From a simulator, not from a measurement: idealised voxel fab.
The following process module bears the name voxel transistor to metal.
180 nm wide, 5 nm square cells: that's cross-section cut.
Cross-section, as written here: a square-cell grid given band by band from the top down, where a band holds one or more rows of cells. First you get the band's top height and its bottom height, in nm, and then the materials it's made of, left to right, with each width in nm. If you see a single material with "everywhere", that one covers the band edge to edge. "blank" is empty space. Where do heights start? At 0: under that level the wafer as delivered is made of one material only. And the lowest band has no floor; it just carries on downward, as in "0..down". Width spec "30->40" -> top row of cells at first value, bottom row at second value, equal per-row change in between. Reading "remains unaltered" for a step: not a cell of the cross-section changed in it. So "Encapsulated voids" is basically the list of trapped voids: any empty space of 8 cells or more that can't reach the top through an opening. They're written width x height at distance, the distance being from the left edge, and it's all nm. Past the settings on a step's line: simulator remark, on that step. "overlay nm" denotes, for a step that has a mask, the displacement of the mask to the right of its planned place, with negative values corresponding to the left.

Process steps - plan
1,RECEIVE: material Si
2,CONFORMAL_DEP: material SiO2, thk nm 5
3,CONFORMAL_DEP: material SiN, thk nm 10
4,MASKED_ETCH: tone cover, mask id ACTIVE, width nm 105, etch materials SiN, depth nm 10, overlay nm 0
5,MASKED_ETCH: tone cover, mask id ACTIVE, width nm 105, etch materials SiO2, depth nm 5, overlay nm 0
6,MASKED_ETCH: tone cover, mask id ACTIVE, width nm 105, etch materials Si, depth nm 35, overlay nm 0
7,FILL_DEP: material SiO2, thk nm 15
8,CMP: height nm 15
9,SELECTIVE_ETCH: etch materials SiO2, depth nm 5
10,STRIP: etch materials SiN
11,SELECTIVE_ETCH: etch materials SiO2, depth nm 5
12,OXIDIZE: depth nm 5
13,DIRECTIONAL_DEP: material polySi, thk nm 20
14,DIRECTIONAL_DEP: material SiCN, thk nm 10
15,MASKED_ETCH: tone cover, mask id GATE, width nm 25, etch materials SiCN, depth nm 20, overlay nm 0
16,MASKED_ETCH: tone cover, mask id GATE, width nm 25, etch materials polySi, depth nm 30, overlay nm 0
17,CONFORMAL_DEP: material SiN, thk nm 10
18,DIRECTIONAL_ETCH: etch materials SiN, depth nm 10
19,DIRECTIONAL_ETCH: etch materials SiO2, depth nm 5
20,DIRECTIONAL_ETCH: etch materials Si, depth nm 10
21,EPI: material nSi, thk nm 10
22,FILL_DEP: material SiO2, thk nm 5
23,CMP: height nm 30
24,DIRECTIONAL_DEP: material SiO2, thk nm 15
25,PATTERN: tone open, mask id CONTACT, material resist, width nm 30, pitch nm 65, thk nm 15, overlay nm 0
26,DIRECTIONAL_ETCH: etch materials SiO2, depth nm 50
27,STRIP: etch materials resist
28,CONFORMAL_DEP: material TiN, thk nm 5
29,FILL_DEP: material W, thk nm 5
30,CMP: height nm 45
31,CONFORMAL_DEP: material SiCN, thk nm 5
32,DIRECTIONAL_DEP: material lowk, thk nm 25
33,PATTERN: tone open, mask id METAL_1, material resist, width nm 15, pitch nm 80, thk nm 20, overlay nm 0
34,DIRECTIONAL_ETCH: etch materials lowk, depth nm 25
35,DIRECTIONAL_ETCH: etch materials SiCN, depth nm 5
36,STRIP: etch materials resist
37,CONFORMAL_DEP: material TiN, thk nm 5
38,FILL_DEP: material W, thk nm 10
39,CMP: height nm 75
40,CONFORMAL_DEP: material SiCN, thk nm 5
41,DIRECTIONAL_DEP: material SiO2, thk nm 35
42,MASKED_ETCH: tone open, mask id METAL_2, width nm 15, pitch nm 80, etch materials SiO2, depth nm 20, overlay nm 0
43,DIRECTIONAL_DEP: material aC, thk nm 10
44,PATTERN: tone open, mask id METAL_2_HOLES, material resist, width nm 15, pitch nm 80, thk nm 25, overlay nm 0
45,DIRECTIONAL_ETCH: etch materials aC, depth nm 10
46,STRIP: etch materials resist
47,DIRECTIONAL_ETCH: etch materials SiO2, depth nm 15
48,DIRECTIONAL_ETCH: etch materials SiCN, depth nm 5
49,STRIP: etch materials aC
50,CONFORMAL_DEP: material TiN, thk nm 5
51,FILL_DEP: material Cu, thk nm 10
52,CMP: height nm 115
53,CONFORMAL_DEP: material SiCN, thk nm 5

Account of the first of two wafers, which was processed as intended

The cross-section here shows the wafer as received, i.e. in its state after step 1
    0..down | Si everywhere
    Encapsulated voids: none

after step 2
    5..0 | SiO2 everywhere
    Unchanged below 0.

after step 3
    15..5 | SiN everywhere
    Unchanged below 5.

after step 4
    15..5 | blank 35, SiN 105, blank 40
    Unchanged below 5.

after step 5
    15..5 | blank 35, SiN 105, blank 40
    5..0 | blank 35, SiO2 105, blank 40
    Unchanged below 0.

after step 6
    15..5 | blank 35, SiN 105, blank 40
    5..0 | blank 35, SiO2 105, blank 40
    0..-35 | blank 35, Si 105, blank 40
    Unchanged below -35.

after step 7
    30..15 | SiO2 everywhere
    15..5 | SiO2 35, SiN 105, SiO2 40
    5..0 | SiO2 everywhere
    0..-35 | SiO2 35, Si 105, SiO2 40
    Unchanged below -35.

after step 8
    15..5 | SiO2 35, SiN 105, SiO2 40
    Unchanged below 5.

after step 9
    15..10 | blank 35, SiN 105, blank 40
    Unchanged below 10.

after step 10
    10..5 | SiO2 35, blank 105, SiO2 40
    Unchanged below 5.

after step 11
    5..0 | SiO2 30, blank 115, SiO2 35
    Unchanged below 0.

after step 12
    5..0 | SiO2 30, blank 115, SiO2 35
    0..-5 | SiO2 everywhere
    Unchanged below -5.

after step 13
    25..20 | polySi 30, blank 115, polySi 35
    20..5 | polySi everywhere
    5..0 | SiO2 30, polySi 115, SiO2 35
    Unchanged below 0.

after step 14
    35..30 | SiCN 30, blank 115, SiCN 35
    30..25 | SiCN everywhere
    25..20 | polySi 30, SiCN 115, polySi 35
    Unchanged below 20.

after step 15
    30..25 | blank 75, SiCN 25, blank 80
    25..20 | polySi 30, blank 45, SiCN 25, blank 45, polySi 35
    Unchanged below 20.

after step 16
    30..20 | blank 75, SiCN 25, blank 80
    20..5 | blank 75, polySi 25, blank 80
    5..0 | SiO2 30, blank 45, polySi 25, blank 45, SiO2 35
    Unchanged below 0.

after step 17
    40..30 | blank 65, SiN 45, blank 70
    30..20 | blank 65, SiN 10, SiCN 25, SiN 10, blank 70
    20..15 | blank 65, SiN 10, polySi 25, SiN 10, blank 70
    15..10 | SiN 40, blank 25, SiN 10, polySi 25, SiN 10, blank 25, SiN 45
    10..5 | SiN 75, polySi 25, SiN 80
    5..0 | SiO2 30, SiN 45, polySi 25, SiN 45, SiO2 35
    Unchanged below 0.

after step 18
    30..20 | blank 65, SiN 10, SiCN 25, SiN 10, blank 70
    20..5 | blank 65, SiN 10, polySi 25, SiN 10, blank 70
    5..0 | SiO2 30, SiN 10, blank 25, SiN 10, polySi 25, SiN 10, blank 25, SiN 10, SiO2 35
    Unchanged below 0.

after step 19
    30..20 | blank 65, SiN 10, SiCN 25, SiN 10, blank 70
    20..5 | blank 65, SiN 10, polySi 25, SiN 10, blank 70
    5..0 | blank 30, SiN 10, blank 25, SiN 10, polySi 25, SiN 10, blank 25, SiN 10, blank 35
    0..-5 | SiO2 40, blank 25, SiO2 45, blank 25, SiO2 45
    Unchanged below -5.

after step 20
    30..20 | blank 65, SiN 10, SiCN 25, SiN 10, blank 70
    20..5 | blank 65, SiN 10, polySi 25, SiN 10, blank 70
    5..0 | blank 30, SiN 10, blank 25, SiN 10, polySi 25, SiN 10, blank 25, SiN 10, blank 35
    0..-5 | SiO2 40, blank 25, SiO2 45, blank 25, SiO2 45
    -5..-15 | SiO2 35, Si 5, blank 25, Si 45, blank 25, Si 5, SiO2 40
    Unchanged below -15.

after step 21
    30..20 | blank 65, SiN 10, SiCN 25, SiN 10, blank 70
    20..5 | blank 65, SiN 10, polySi 25, SiN 10, blank 70
    5..0 | blank 30, SiN 10, nSi 10, blank 5, nSi 10, SiN 10, polySi 25, SiN 10, nSi 10, blank 5, nSi 10, SiN 10, blank 35
    0..-5 | SiO2 40, nSi 10, blank 5, nSi 10, SiO2 45, nSi 10, blank 5, nSi 10, SiO2 45
    -5..-15 | SiO2 35, Si 5, nSi 25, Si 45, nSi 25, Si 5, SiO2 40
    Unchanged below -15.

after step 22
    35..30 | SiO2 everywhere
    30..20 | SiO2 65, SiN 10, SiCN 25, SiN 10, SiO2 70
    20..5 | SiO2 65, SiN 10, polySi 25, SiN 10, SiO2 70
    5..0 | SiO2 30, SiN 10, nSi 10, SiO2 5, nSi 10, SiN 10, polySi 25, SiN 10, nSi 10, SiO2 5, nSi 10, SiN 10, SiO2 35
    0..-5 | SiO2 40, nSi 10, SiO2 5, nSi 10, SiO2 45, nSi 10, SiO2 5, nSi 10, SiO2 45
    Unchanged below -5.

after step 23
    30..20 | SiO2 65, SiN 10, SiCN 25, SiN 10, SiO2 70
    Unchanged below 20.

after step 24
    45..30 | SiO2 everywhere
    Unchanged below 30.

after step 25
    60..45 | resist 40, blank 30, resist 35, blank 30, resist 45
    Unchanged below 45.

after step 26
    60..45 | resist 40, blank 30, resist 35, blank 30, resist 45
    45..30 | SiO2 40, blank 30, SiO2 35, blank 30, SiO2 45
    30..20 | SiO2 40, blank 25, SiN 10, SiCN 25, SiN 10, blank 25, SiO2 45
    20..5 | SiO2 40, blank 25, SiN 10, polySi 25, SiN 10, blank 25, SiO2 45
    5..0 | SiO2 30, SiN 10, nSi 10, blank 5, nSi 10, SiN 10, polySi 25, SiN 10, nSi 10, blank 5, nSi 10, SiN 10, SiO2 35
    0..-5 | SiO2 40, nSi 10, blank 5, nSi 10, SiO2 45, nSi 10, blank 5, nSi 10, SiO2 45
    Unchanged below -5.

after step 27
    45..30 | SiO2 40, blank 30, SiO2 35, blank 30, SiO2 45
    Unchanged below 30.

after step 28
    50..45 | TiN 45, blank 20, TiN 45, blank 20, TiN 50
    45..35 | SiO2 40, TiN 5, blank 20, TiN 5, SiO2 35, TiN 5, blank 20, TiN 5, SiO2 45
    35..30 | SiO2 40, TiN 5, blank 15, TiN 10, SiO2 35, TiN 10, blank 15, TiN 5, SiO2 45
    30..20 | SiO2 40, TiN 5, blank 15, TiN 5, SiN 10, SiCN 25, SiN 10, TiN 5, blank 15, TiN 5, SiO2 45
    20..10 | SiO2 40, TiN 5, blank 15, TiN 5, SiN 10, polySi 25, SiN 10, TiN 5, blank 15, TiN 5, SiO2 45
    10..5 | SiO2 40, TiN 25, SiN 10, polySi 25, SiN 10, TiN 25, SiO2 45
    5..0 | SiO2 30, SiN 10, nSi 10, TiN 5, nSi 10, SiN 10, polySi 25, SiN 10, nSi 10, TiN 5, nSi 10, SiN 10, SiO2 35
    0..-5 | SiO2 40, nSi 10, TiN 5, nSi 10, SiO2 45, nSi 10, TiN 5, nSi 10, SiO2 45
    Unchanged below -5.

after step 29
    55..50 | W everywhere
    50..45 | TiN 45, W 20, TiN 45, W 20, TiN 50
    45..35 | SiO2 40, TiN 5, W 20, TiN 5, SiO2 35, TiN 5, W 20, TiN 5, SiO2 45
    35..30 | SiO2 40, TiN 5, W 15, TiN 10, SiO2 35, TiN 10, W 15, TiN 5, SiO2 45
    30..20 | SiO2 40, TiN 5, W 15, TiN 5, SiN 10, SiCN 25, SiN 10, TiN 5, W 15, TiN 5, SiO2 45
    20..10 | SiO2 40, TiN 5, W 15, TiN 5, SiN 10, polySi 25, SiN 10, TiN 5, W 15, TiN 5, SiO2 45
    Unchanged below 10.

after step 30
    45..35 | SiO2 40, TiN 5, W 20, TiN 5, SiO2 35, TiN 5, W 20, TiN 5, SiO2 45
    Unchanged below 35.

after step 31
    50..45 | SiCN everywhere
    Unchanged below 45.

after step 32
    75..50 | lowk everywhere
    Unchanged below 50.

after step 33
    95..75 | resist 40, blank 15, resist 65, blank 15, resist 45
    Unchanged below 75.

after step 34
    95..75 | resist 40, blank 15, resist 65, blank 15, resist 45
    75..50 | lowk 40, blank 15, lowk 65, blank 15, lowk 45
    Unchanged below 50.

after step 35
    95..75 | resist 40, blank 15, resist 65, blank 15, resist 45
    75..50 | lowk 40, blank 15, lowk 65, blank 15, lowk 45
    50..45 | SiCN 40, blank 15, SiCN 65, blank 15, SiCN 45
    Unchanged below 45.

after step 36
    75..50 | lowk 40, blank 15, lowk 65, blank 15, lowk 45
    Unchanged below 50.

after step 37
    80..75 | TiN 45, blank 5, TiN 75, blank 5, TiN 50
    75..50 | lowk 40, TiN 5, blank 5, TiN 5, lowk 65, TiN 5, blank 5, TiN 5, lowk 45
    50..45 | SiCN 40, TiN 15, SiCN 65, TiN 15, SiCN 45
    Unchanged below 45.

after step 38
    90..80 | W everywhere
    80..75 | TiN 45, W 5, TiN 75, W 5, TiN 50
    75..50 | lowk 40, TiN 5, W 5, TiN 5, lowk 65, TiN 5, W 5, TiN 5, lowk 45
    Unchanged below 50.

after step 39
    75..50 | lowk 40, TiN 5, W 5, TiN 5, lowk 65, TiN 5, W 5, TiN 5, lowk 45
    Unchanged below 50.

after step 40
    80..75 | SiCN everywhere
    Unchanged below 75.

after step 41
    115..80 | SiO2 everywhere
    Unchanged below 80.

after step 42
    115..95 | SiO2 40, blank 15, SiO2 65, blank 15, SiO2 45
    Unchanged below 95.

after step 43
    125..115 | aC 40, blank 15, aC 65, blank 15, aC 45
    115..105 | SiO2 40, blank 15, SiO2 65, blank 15, SiO2 45
    105..95 | SiO2 40, aC 15, SiO2 65, aC 15, SiO2 45
    Unchanged below 95.

after step 44
    150..125 | resist 40, blank 15, resist 65, blank 15, resist 45
    Unchanged below 125.

after step 45
    140..125 | resist 40, blank 15, resist 65, blank 15, resist 45
    125..115 | aC 40, blank 15, aC 65, blank 15, aC 45
    115..95 | SiO2 40, blank 15, SiO2 65, blank 15, SiO2 45
    Unchanged below 95.

after step 46
    125..115 | aC 40, blank 15, aC 65, blank 15, aC 45
    Unchanged below 115.

after step 47
    125..115 | aC 40, blank 15, aC 65, blank 15, aC 45
    115..80 | SiO2 40, blank 15, SiO2 65, blank 15, SiO2 45
    Unchanged below 80.

after step 48
    125..115 | aC 40, blank 15, aC 65, blank 15, aC 45
    115..80 | SiO2 40, blank 15, SiO2 65, blank 15, SiO2 45
    80..75 | SiCN 40, blank 15, SiCN 65, blank 15, SiCN 45
    Unchanged below 75.

after step 49
    115..80 | SiO2 40, blank 15, SiO2 65, blank 15, SiO2 45
    Unchanged below 80.

after step 50
    120..115 | TiN 45, blank 5, TiN 75, blank 5, TiN 50
    115..80 | SiO2 40, TiN 5, blank 5, TiN 5, SiO2 65, TiN 5, blank 5, TiN 5, SiO2 45
    80..75 | SiCN 40, TiN 15, SiCN 65, TiN 15, SiCN 45
    Unchanged below 75.

after step 51
    130..120 | Cu everywhere
    120..115 | TiN 45, Cu 5, TiN 75, Cu 5, TiN 50
    115..80 | SiO2 40, TiN 5, Cu 5, TiN 5, SiO2 65, TiN 5, Cu 5, TiN 5, SiO2 45
    Unchanged below 80.

after step 52
    115..80 | SiO2 40, TiN 5, Cu 5, TiN 5, SiO2 65, TiN 5, Cu 5, TiN 5, SiO2 45
    Unchanged below 80.

after step 53
    120..115 | SiCN everywhere
    Unchanged below 115.

Companion wafer, the second of two: same beginning, same intended sequence, one mistake in carrying it out; through step 19 inclusive it tracks the first exactly

Cross-sectional representation of the second wafer at the time designated in the plan for the completion of step 20
    30..20 | blank 65, SiN 10, SiCN 25, SiN 10, blank 70
    20..5 | blank 65, SiN 10, polySi 25, SiN 10, blank 70
    5..0 | blank 30, SiN 10, blank 25, SiN 10, polySi 25, SiN 10, blank 25, SiN 10, blank 35
    0..-5 | SiO2 40, blank 25, SiO2 45, blank 25, SiO2 45
    -5..-10 | SiO2 35, Si 5, blank 25, Si 45, blank 25, Si 5, SiO2 40
    Unchanged below -10.

Cross-sectional representation of the second wafer at the time designated in the plan for the completion of step 21
    30..20 | blank 65, SiN 10, SiCN 25, SiN 10, blank 70
    20..5 | blank 65, SiN 10, polySi 25, SiN 10, blank 70
    5..0 | blank 30, SiN 10, nSi 10, blank 5, nSi 10, SiN 10, polySi 25, SiN 10, nSi 10, blank 5, nSi 10, SiN 10, blank 35
    0..-5 | SiO2 40, nSi 25, SiO2 45, nSi 25, SiO2 45
    -5..-10 | SiO2 35, Si 5, nSi 25, Si 45, nSi 25, Si 5, SiO2 40
    Unchanged below -10.

Cross-sectional representation of the second wafer at the time designated in the plan for the completion of step 22
    35..30 | SiO2 everywhere
    30..20 | SiO2 65, SiN 10, SiCN 25, SiN 10, SiO2 70
    20..5 | SiO2 65, SiN 10, polySi 25, SiN 10, SiO2 70
    5..0 | SiO2 30, SiN 10, nSi 10, SiO2 5, nSi 10, SiN 10, polySi 25, SiN 10, nSi 10, SiO2 5, nSi 10, SiN 10, SiO2 35
    Unchanged below 0.

Cross-sectional representation of the second wafer at the time designated in the plan for the completion of step 23
    30..20 | SiO2 65, SiN 10, SiCN 25, SiN 10, SiO2 70
    Unchanged below 20.

Cross-sectional representation of the second wafer at the time designated in the plan for the completion of step 24
    45..30 | SiO2 everywhere
    Unchanged below 30.

Cross-sectional representation of the second wafer at the time designated in the plan for the completion of step 25
    60..45 | resist 40, blank 30, resist 35, blank 30, resist 45
    Unchanged below 45.

Cross-sectional representation of the second wafer at the time designated in the plan for the completion of step 26
    60..45 | resist 40, blank 30, resist 35, blank 30, resist 45
    45..30 | SiO2 40, blank 30, SiO2 35, blank 30, SiO2 45
    30..20 | SiO2 40, blank 25, SiN 10, SiCN 25, SiN 10, blank 25, SiO2 45
    20..5 | SiO2 40, blank 25, SiN 10, polySi 25, SiN 10, blank 25, SiO2 45
    5..0 | SiO2 30, SiN 10, nSi 10, blank 5, nSi 10, SiN 10, polySi 25, SiN 10, nSi 10, blank 5, nSi 10, SiN 10, SiO2 35
    Unchanged below 0.

Cross-sectional representation of the second wafer at the time designated in the plan for the completion of step 27
    45..30 | SiO2 40, blank 30, SiO2 35, blank 30, SiO2 45
    Unchanged below 30.

Cross-sectional representation of the second wafer at the time designated in the plan for the completion of step 28
    50..45 | TiN 45, blank 20, TiN 45, blank 20, TiN 50
    45..35 | SiO2 40, TiN 5, blank 20, TiN 5, SiO2 35, TiN 5, blank 20, TiN 5, SiO2 45
    35..30 | SiO2 40, TiN 5, blank 15, TiN 10, SiO2 35, TiN 10, blank 15, TiN 5, SiO2 45
    30..20 | SiO2 40, TiN 5, blank 15, TiN 5, SiN 10, SiCN 25, SiN 10, TiN 5, blank 15, TiN 5, SiO2 45
    20..10 | SiO2 40, TiN 5, blank 15, TiN 5, SiN 10, polySi 25, SiN 10, TiN 5, blank 15, TiN 5, SiO2 45
    10..5 | SiO2 40, TiN 25, SiN 10, polySi 25, SiN 10, TiN 25, SiO2 45
    5..0 | SiO2 30, SiN 10, nSi 10, TiN 5, nSi 10, SiN 10, polySi 25, SiN 10, nSi 10, TiN 5, nSi 10, SiN 10, SiO2 35
    Unchanged below 0.

Cross-sectional representation of the second wafer at the time designated in the plan for the completion of step 29
    55..50 | W everywhere
    50..45 | TiN 45, W 20, TiN 45, W 20, TiN 50
    45..35 | SiO2 40, TiN 5, W 20, TiN 5, SiO2 35, TiN 5, W 20, TiN 5, SiO2 45
    35..30 | SiO2 40, TiN 5, W 15, TiN 10, SiO2 35, TiN 10, W 15, TiN 5, SiO2 45
    30..20 | SiO2 40, TiN 5, W 15, TiN 5, SiN 10, SiCN 25, SiN 10, TiN 5, W 15, TiN 5, SiO2 45
    20..10 | SiO2 40, TiN 5, W 15, TiN 5, SiN 10, polySi 25, SiN 10, TiN 5, W 15, TiN 5, SiO2 45
    Unchanged below 10.

Cross-sectional representation of the second wafer at the time designated in the plan for the completion of step 30
    45..35 | SiO2 40, TiN 5, W 20, TiN 5, SiO2 35, TiN 5, W 20, TiN 5, SiO2 45
    Unchanged below 35.

Cross-sectional representation of the second wafer at the time designated in the plan for the completion of step 31
    50..45 | SiCN everywhere
    Unchanged below 45.

Cross-sectional representation of the second wafer at the time designated in the plan for the completion of step 32
    75..50 | lowk everywhere
    Unchanged below 50.

Cross-sectional representation of the second wafer at the time designated in the plan for the completion of step 33
    95..75 | resist 40, blank 15, resist 65, blank 15, resist 45
    Unchanged below 75.

Cross-sectional representation of the second wafer at the time designated in the plan for the completion of step 34
    95..75 | resist 40, blank 15, resist 65, blank 15, resist 45
    75..50 | lowk 40, blank 15, lowk 65, blank 15, lowk 45
    Unchanged below 50.

Cross-sectional representation of the second wafer at the time designated in the plan for the completion of step 35
    95..75 | resist 40, blank 15, resist 65, blank 15, resist 45
    75..50 | lowk 40, blank 15, lowk 65, blank 15, lowk 45
    50..45 | SiCN 40, blank 15, SiCN 65, blank 15, SiCN 45
    Unchanged below 45.

Cross-sectional representation of the second wafer at the time designated in the plan for the completion of step 36
    75..50 | lowk 40, blank 15, lowk 65, blank 15, lowk 45
    Unchanged below 50.

Cross-sectional representation of the second wafer at the time designated in the plan for the completion of step 37
    80..75 | TiN 45, blank 5, TiN 75, blank 5, TiN 50
    75..50 | lowk 40, TiN 5, blank 5, TiN 5, lowk 65, TiN 5, blank 5, TiN 5, lowk 45
    50..45 | SiCN 40, TiN 15, SiCN 65, TiN 15, SiCN 45
    Unchanged below 45.

Cross-sectional representation of the second wafer at the time designated in the plan for the completion of step 38
    90..80 | W everywhere
    80..75 | TiN 45, W 5, TiN 75, W 5, TiN 50
    75..50 | lowk 40, TiN 5, W 5, TiN 5, lowk 65, TiN 5, W 5, TiN 5, lowk 45
    Unchanged below 50.

Cross-sectional representation of the second wafer at the time designated in the plan for the completion of step 39
    75..50 | lowk 40, TiN 5, W 5, TiN 5, lowk 65, TiN 5, W 5, TiN 5, lowk 45
    Unchanged below 50.

Cross-sectional representation of the second wafer at the time designated in the plan for the completion of step 40
    80..75 | SiCN everywhere
    Unchanged below 75.

Cross-sectional representation of the second wafer at the time designated in the plan for the completion of step 41
    115..80 | SiO2 everywhere
    Unchanged below 80.

Cross-sectional representation of the second wafer at the time designated in the plan for the completion of step 42
    115..95 | SiO2 40, blank 15, SiO2 65, blank 15, SiO2 45
    Unchanged below 95.

Cross-sectional representation of the second wafer at the time designated in the plan for the completion of step 43
    125..115 | aC 40, blank 15, aC 65, blank 15, aC 45
    115..105 | SiO2 40, blank 15, SiO2 65, blank 15, SiO2 45
    105..95 | SiO2 40, aC 15, SiO2 65, aC 15, SiO2 45
    Unchanged below 95.

Cross-sectional representation of the second wafer at the time designated in the plan for the completion of step 44
    150..125 | resist 40, blank 15, resist 65, blank 15, resist 45
    Unchanged below 125.

Cross-sectional representation of the second wafer at the time designated in the plan for the completion of step 45
    140..125 | resist 40, blank 15, resist 65, blank 15, resist 45
    125..115 | aC 40, blank 15, aC 65, blank 15, aC 45
    115..95 | SiO2 40, blank 15, SiO2 65, blank 15, SiO2 45
    Unchanged below 95.

Cross-sectional representation of the second wafer at the time designated in the plan for the completion of step 46
    125..115 | aC 40, blank 15, aC 65, blank 15, aC 45
    Unchanged below 115.

Cross-sectional representation of the second wafer at the time designated in the plan for the completion of step 47
    125..115 | aC 40, blank 15, aC 65, blank 15, aC 45
    115..80 | SiO2 40, blank 15, SiO2 65, blank 15, SiO2 45
    Unchanged below 80.

Cross-sectional representation of the second wafer at the time designated in the plan for the completion of step 48
    125..115 | aC 40, blank 15, aC 65, blank 15, aC 45
    115..80 | SiO2 40, blank 15, SiO2 65, blank 15, SiO2 45
    80..75 | SiCN 40, blank 15, SiCN 65, blank 15, SiCN 45
    Unchanged below 75.

Cross-sectional representation of the second wafer at the time designated in the plan for the completion of step 49
    115..80 | SiO2 40, blank 15, SiO2 65, blank 15, SiO2 45
    Unchanged below 80.

Cross-sectional representation of the second wafer at the time designated in the plan for the completion of step 50
    120..115 | TiN 45, blank 5, TiN 75, blank 5, TiN 50
    115..80 | SiO2 40, TiN 5, blank 5, TiN 5, SiO2 65, TiN 5, blank 5, TiN 5, SiO2 45
    80..75 | SiCN 40, TiN 15, SiCN 65, TiN 15, SiCN 45
    Unchanged below 75.

Cross-sectional representation of the second wafer at the time designated in the plan for the completion of step 51
    130..120 | Cu everywhere
    120..115 | TiN 45, Cu 5, TiN 75, Cu 5, TiN 50
    115..80 | SiO2 40, TiN 5, Cu 5, TiN 5, SiO2 65, TiN 5, Cu 5, TiN 5, SiO2 45
    Unchanged below 80.

Cross-sectional representation of the second wafer at the time designated in the plan for the completion of step 52
    115..80 | SiO2 40, TiN 5, Cu 5, TiN 5, SiO2 65, TiN 5, Cu 5, TiN 5, SiO2 45
    Unchanged below 80.

Cross-sectional representation of the second wafer at the time designated in the plan for the completion of step 53
    120..115 | SiCN everywhere
    Unchanged below 115.
What went wrong in running the wafer? step 20 went in with a setting other than planned; the actual run was DIRECTIONAL_ETCH: etch materials Si, depth nm 5
The final cell counts differ between the wafers, with the second having more or fewer of some materials than the first: 10 more of Si, 2 fewer of TiN, 8 fewer of nSi
